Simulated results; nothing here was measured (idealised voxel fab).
process module | voxel capacitor over wiring
cross-section cut | 200 nm wide | cells 5 nm
A cross-section is a grid of square cells, given in bands from the top down. A band is one or more rows of cells.
Each band's line starts with the height of the band's top and of its bottom, in nm. Then come its materials from left to right, each with its width in nm. One material with "throughout" fills the band from edge to edge. "air" is empty space.
Height 0 is the level under which the wafer as received is all one material. The lowest band goes on downwards, as in "0 down".
A width such as "30 to 40" changes by the same amount from each row of cells to the next, from the band's top row to its bottom row.
"no change" after a step means that no cell of the cross-section changed.
closed voids: empty space of 8 cells or more with no open way to the top, each as width x height at its distance from the left edge, in nm
after a step's settings: what the simulator itself notes on the step
overlay nm, on a step with a mask: how far to the right of its planned place the mask lay; to the left if negative
plan
1 op RECEIVE | material Si
2 op CONFORMAL_DEP | material SiO2 | thk nm 10
3 op DIRECTIONAL_DEP | material TiN | thk nm 5
4 op DIRECTIONAL_DEP | material W | thk nm 15
5 op MASKED_ETCH | tone cover | mask id METAL_1 | width nm 30 | pitch nm 90 | etch materials W | depth nm 15 | overlay nm 0
6 op MASKED_ETCH | tone cover | mask id METAL_1 | width nm 30 | pitch nm 90 | etch materials TiN | depth nm 5 | overlay nm 0
7 op CONFORMAL_DEP | material SiCN | thk nm 5
8 op FILL_DEP | material lowk | thk nm 10
9 op CMP | height nm 30
10 op CONFORMAL_DEP | material SiCN | thk nm 5
11 op DIRECTIONAL_DEP | material lowk | thk nm 10
12 op PATTERN | tone open | mask id PLUG_1 | material resist | width nm 15 | thk nm 15 | overlay nm 0
13 op DIRECTIONAL_ETCH | etch materials lowk | depth nm 10
14 op DIRECTIONAL_ETCH | etch materials SiCN | depth nm 5
15 op STRIP | etch materials resist
16 op EPI | material Ru | thk nm 10
17 op EPI | material Ru | thk nm 5
18 op DIRECTIONAL_DEP | material TiN | thk nm 5
19 op DIRECTIONAL_DEP | material HfO2 | thk nm 5
20 op DIRECTIONAL_DEP | material TiN | thk nm 10
21 op DIRECTIONAL_DEP | material aC | thk nm 10
22 op PATTERN | tone cover | mask id UPPER_PLATE | material resist | width nm 65 | thk nm 25 | overlay nm 0
23 op DIRECTIONAL_ETCH | etch materials aC | depth nm 10
24 op STRIP | etch materials resist
25 op DIRECTIONAL_ETCH | etch materials TiN | depth nm 10
26 op DIRECTIONAL_ETCH | etch materials HfO2 | depth nm 5
27 op STRIP | etch materials aC
28 op PATTERN | tone cover | mask id LOWER_PLATE | material resist | width nm 75 | thk nm 20 | overlay nm 0
29 op DIRECTIONAL_ETCH | etch materials TiN | depth nm 5
30 op STRIP | etch materials resist
31 op FILL_DEP | material SiO2 | thk nm 20
32 op CMP | height nm 80
33 op DIRECTIONAL_DEP | material aC | thk nm 10
34 op PATTERN | tone open | mask id PLUG_2 | material resist | width nm 15 | thk nm 30 | overlay nm 0
35 op DIRECTIONAL_ETCH | etch materials aC | depth nm 10
36 op STRIP | etch materials resist
37 op DIRECTIONAL_ETCH | etch materials SiO2 | depth nm 15
38 op STRIP | etch materials aC
39 op CONFORMAL_DEP | material TiN | thk nm 5
40 op FILL_DEP | material Cu | thk nm 5
41 op CMP | height nm 80
42 op CONFORMAL_DEP | material SiCN | thk nm 5
as received, after step 1
  0 down: Si throughout
  closed voids: none
first wafer at the end, as planned
  85 to 80: SiCN throughout
  80 to 70: SiO2 65 | TiN 5 | Cu 5 | TiN 5 | SiO2 120
  70 to 65: SiO2 65 | TiN 15 | SiO2 120
  65 to 55: SiO2 55 | TiN 65 | SiO2 80
  55 to 50: SiO2 55 | HfO2 65 | SiO2 80
  50 to 45: SiO2 50 | TiN 75 | SiO2 75
  45 to 35: lowk 55 | Ru 15 | lowk 130
  35 to 30: SiCN 55 | Ru 15 | SiCN 130
  30 to 15: lowk 35 | SiCN 5 | W 30 | SiCN 5 | lowk 50 | SiCN 5 | W 30 | SiCN 5 | lowk 35
  15 to 10: SiCN 40 | TiN 30 | SiCN 60 | TiN 30 | SiCN 40
  10 to 0: SiO2 throughout
  0 down: Si throughout
  closed voids: none
second wafer at the end: like start, like plan, one mistake
  85 to 80: SiCN throughout
  80 to 70: SiO2 65 | TiN 5 | Cu 5 | TiN 5 | SiO2 120
  70 to 60: SiO2 65 to 70 | TiN 15 to 50 | SiO2 120 to 80
  60 to 55: SiO2 55 | TiN 65 | SiO2 80
  55 to 50: SiO2 55 | TiN 15 | HfO2 50 | SiO2 80
  50 to 45: SiO2 50 | TiN 5 | HfO2 15 | TiN 55 | SiO2 75
  45 to 40: SiCN 55 | TiN 15 | SiCN 130
  40 to 30: lowk throughout
  30 to 15: lowk 35 | SiCN 5 | W 30 | SiCN 5 | lowk 50 | SiCN 5 | W 30 | SiCN 5 | lowk 35
  15 to 10: SiCN 40 | TiN 30 | SiCN 60 | TiN 30 | SiCN 40
  10 to 0: SiO2 throughout
  0 down: Si throughout
  closed voids: none
what went wrong: steps 10 and 11 were swapped
at the end the second wafer has, in cells: 9 fewer of Ru | 3 more of SiO2 | 6 more of lowk
